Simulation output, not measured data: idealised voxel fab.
Process module, titled voxel air gaps
Each square cell in cross-section cut measures 5 nm, and the section as a whole is 170 nm wide.
This document writes a cross-section as a grid whose cells are square, and gives it as bands, listed from the top down; one or more rows of cells form a band. Top height, bottom height, nm. Materials left to right, width each, nm. Single material + "everywhere" = fills band edge to edge. "air" = empty. We count height from 0. Below that, the starting wafer is all one material. The lowest band never ends at the bottom but goes on down; see "0..down" for how that is written. Width spec "30 to 40" -> top row of cells at first value, bottom row at second value, equal per-row change in between. A step reported as "no alterations made" is a step in which no cell of the cross-section changed. "Closed void catalog" contains a list of empty spaces, each no smaller than 8 cells and without an open way to the top, written in the form width x height at distance with the distance from the left edge and all three in nm. Read whatever lies past the settings on a step's line as the simulator's own remark about the step. overlay nm: for a step with a mask, the amount by which the mask lay right of where it was planned; a negative amount means left of it.
**Process steps (planned)**
| 1 | RECEIVE with material Si |
| 2 | CONFORMAL_DEP with material SiO2, thk nm 15 |
| 3 | CONFORMAL_DEP with material SiCN, thk nm 5 |
| 4 | DIRECTIONAL_DEP with material lowk, thk nm 30 |
| 5 | MASKED_ETCH with tone open, mask id LINES, width nm 15, pitch nm 45, etch materials lowk, depth nm 30, overlay nm 0 |
| 6 | CONFORMAL_DEP with material TiN, thk nm 5 |
| 7 | FILL_DEP with material Cu, thk nm 10 |
| 8 | CMP with height nm 50 |
| 9 | EPI with material Ru, thk nm 10 |
| 10 | SELECTIVE_ETCH with etch materials lowk, depth nm 40 |
| 11 | CONFORMAL_DEP with material SiCN, thk nm 5 |
**So this is the incoming wafer in cross-section - it's already been through step 1**
0..down = Si everywhere
Closed void catalog: none
**The plan above was carried out on the starting structure above with one mistake, and this cross-section shows the wafer at the end of the module**
75..60 = air=5; SiCN=155; air=10
60..50 = air=5; SiCN=15; Ru=35; SiCN=10; Ru=35; SiCN=10; Ru=35; SiCN=15; air=10
50..45 = air=5; SiCN=25; TiN=5; Cu=5; TiN=5; SiCN=30; TiN=5; Cu=5; TiN=5; SiCN=30; TiN=5; Cu=5; TiN=5; SiCN=25; air=10
45..35 = air=5; SiCN=25; TiN=5; Cu=5; TiN=5; SiCN=5; air=20; SiCN=5; TiN=5; Cu=5; TiN=5; SiCN=5; air=20; SiCN=5; TiN=5; Cu=5; TiN=5; SiCN=25; air=10
35..25 = SiCN=30; TiN=5; Cu=5; TiN=5; SiCN=5; air=20; SiCN=5; TiN=5; Cu=5; TiN=5; SiCN=5; air=20; SiCN=5; TiN=5; Cu=5; TiN=5; SiCN=35
25..20 = SiCN=30; TiN=15; SiCN=30; TiN=15; SiCN=30; TiN=15; SiCN=35
20..15 = SiCN everywhere
15..0 = SiO2 everywhere
0..down = Si everywhere
Closed void catalog: 20 x 20 at 50; 20 x 20 at 95
In executing the process, a mistake was made relative to the plan: step 11 was processed under conditions differing from the plan, specifically as CONFORMAL_DEP with material SiCN, thk nm 15
